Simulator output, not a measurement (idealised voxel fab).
process module | voxel double patterning
cross-section cut | 300 nm wide | cells 5 nm
A cross-section is a grid of square cells, given in bands from the top down. A band is one or more rows of cells.
Each band's line starts with the height of the band's top and of its bottom, in nm. Then come its materials from left to right, each with its width in nm. One material with "throughout" fills the band from edge to edge. "air" is empty space.
Height 0 is the level under which the wafer as received is all one material. The lowest band goes on downwards, as in "0 down".
A width such as "30 to 40" changes by the same amount from each row of cells to the next, from the band's top row to its bottom row.
"no change" after a step means that no cell of the cross-section changed.
closed voids: empty space of 8 cells or more with no open way to the top, each as width x height at its distance from the left edge, in nm
after a step's settings: what the simulator itself notes on the step
overlay nm, on a step with a mask: how far to the right of its planned place the mask lay; to the left if negative
plan
1 op RECEIVE | material Si
2 op CONFORMAL_DEP | material SiO2 | thk nm 10
3 op DIRECTIONAL_DEP | material TiN | thk nm 15
4 op DIRECTIONAL_DEP | material SiCN | thk nm 5
5 op DIRECTIONAL_DEP | material aC | thk nm 10
6 op PATTERN | tone open | mask id FIRST | material resist | width nm 15 | pitch nm 50 | thk nm 30 | overlay nm 0
7 op DIRECTIONAL_ETCH | etch materials aC | depth nm 10
8 op STRIP | etch materials resist
9 op DIRECTIONAL_ETCH | etch materials SiCN | depth nm 5
10 op STRIP | etch materials aC
11 op MASKED_ETCH | tone open | mask id SECOND | width nm 15 | pitch nm 50 | etch materials SiCN | depth nm 5 | overlay nm -15
12 op DIRECTIONAL_ETCH | etch materials TiN | depth nm 15
13 op STRIP | etch materials SiCN
varied across the wafers: overlay nm of step 11. The plan shows the first wafer's value. All wafers start alike
first wafer as received, after step 1
  0 down: Si throughout
  closed voids: none
each wafer at the end: cells of each material gained (+) or lost (-) since it was received, then its closed voids
overlay nm -15 | +120 SiO2 | +141 TiN | closed voids: none
overlay nm -10 | +120 SiO2 | +135 TiN | closed voids: none
overlay nm -5 | +120 SiO2 | +135 TiN | closed voids: none
overlay nm 0 | +120 SiO2 | +135 TiN | closed voids: none
overlay nm 5 | +120 SiO2 | +135 TiN | closed voids: none
overlay nm 10 | +120 SiO2 | +135 TiN | closed voids: none
overlay nm 15 | +120 SiO2 | +141 TiN | closed voids: none
